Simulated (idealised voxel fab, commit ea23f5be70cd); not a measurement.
Process module under the name voxel quadruple lines
Square cell edge 5 nm, section width 280 nm, ID cut.
Heads up, the way a cross-section reads in here is a grid of square cells, handed over as bands from the top down, with every band being one or more rows of cells. Heads up on the band format: heights come first, top then bottom, in nm. After that it's the materials left to right, each with its width in nm. A single material flagged "full width" fills the whole band edge to edge, and "empty" means there's empty space there. Heights from 0 (as-received wafer is one material below). Bottom band endless downward, as "0 nm and below". When a width is written as two numbers, as in "30->40", the first number is the width in the top row of cells of the band and the second is the width in its bottom row, and the width changes by the same amount from each row to the next. "nothing changed" means the step left every cell of the cross-section as it was. You'll see "Catalogued sealed voids" listing empty spaces that have no way open to the top, as long as they're 8 cells or more; the notation is width x height at distance, where the distance is from the left edge, and all of it is in nm. It should be noted that, on the line of a given step, the content following the step's settings is a remark produced by the simulator itself with respect to that step. overlay nm: mask right of planned place by this much (step with mask). Neg. = left.
# Steps in the process plan
1,RECEIVE [material Si]
2,CONFORMAL_DEP [material SiO2] [thk nm 10]
3,DIRECTIONAL_DEP [material W] [thk nm 10]
4,DIRECTIONAL_DEP [material polySi] [thk nm 20]
5,DIRECTIONAL_DEP [material aC] [thk nm 20]
6,PATTERN [tone cover] [mask id MANDREL] [material resist] [width nm 20] [pitch nm 60] [thk nm 25] [overlay nm 0]
7,DIRECTIONAL_ETCH [etch materials aC] [depth nm 20]
8,STRIP [etch materials resist]
9,CONFORMAL_DEP [material SiO2] [thk nm 10]
10,DIRECTIONAL_ETCH [etch materials SiO2] [depth nm 10]
11,STRIP [etch materials aC]
12,DIRECTIONAL_ETCH [etch materials polySi] [depth nm 20]
13,STRIP [etch materials SiO2]
14,CONFORMAL_DEP [material SiCN] [thk nm 5]
15,DIRECTIONAL_ETCH [etch materials SiCN] [depth nm 5]
16,STRIP [etch materials polySi]
17,DIRECTIONAL_ETCH [etch materials W] [depth nm 10]
18,STRIP [etch materials SiCN]
# Cross-section of the wafer at receipt, which is the condition after step 1
	0 nm and below | Si full width
	Catalogued sealed voids: none
# Result of the module, cross-sectioned: start per above, plan per above, one error in how it was run
	20 nm to 10 nm | empty (80)  W (5)  empty (10)  W (5)  empty (10)  W (5)  empty (10)  W (5)  empty (10)  W (5)  empty (10)  W (5)  empty (10)  W (5)  empty (10)  W (5)  empty (90)
	10 nm to 0 nm | SiO2 full width
	0 nm and below | Si full width
	Catalogued sealed voids: none
What broke from the plan during processing? in deviation from the planned setting, step 6 was conducted as PATTERN [tone cover] [mask id MANDREL] [material resist] [width nm 20] [pitch nm 60] [thk nm 25] [overlay nm -5]
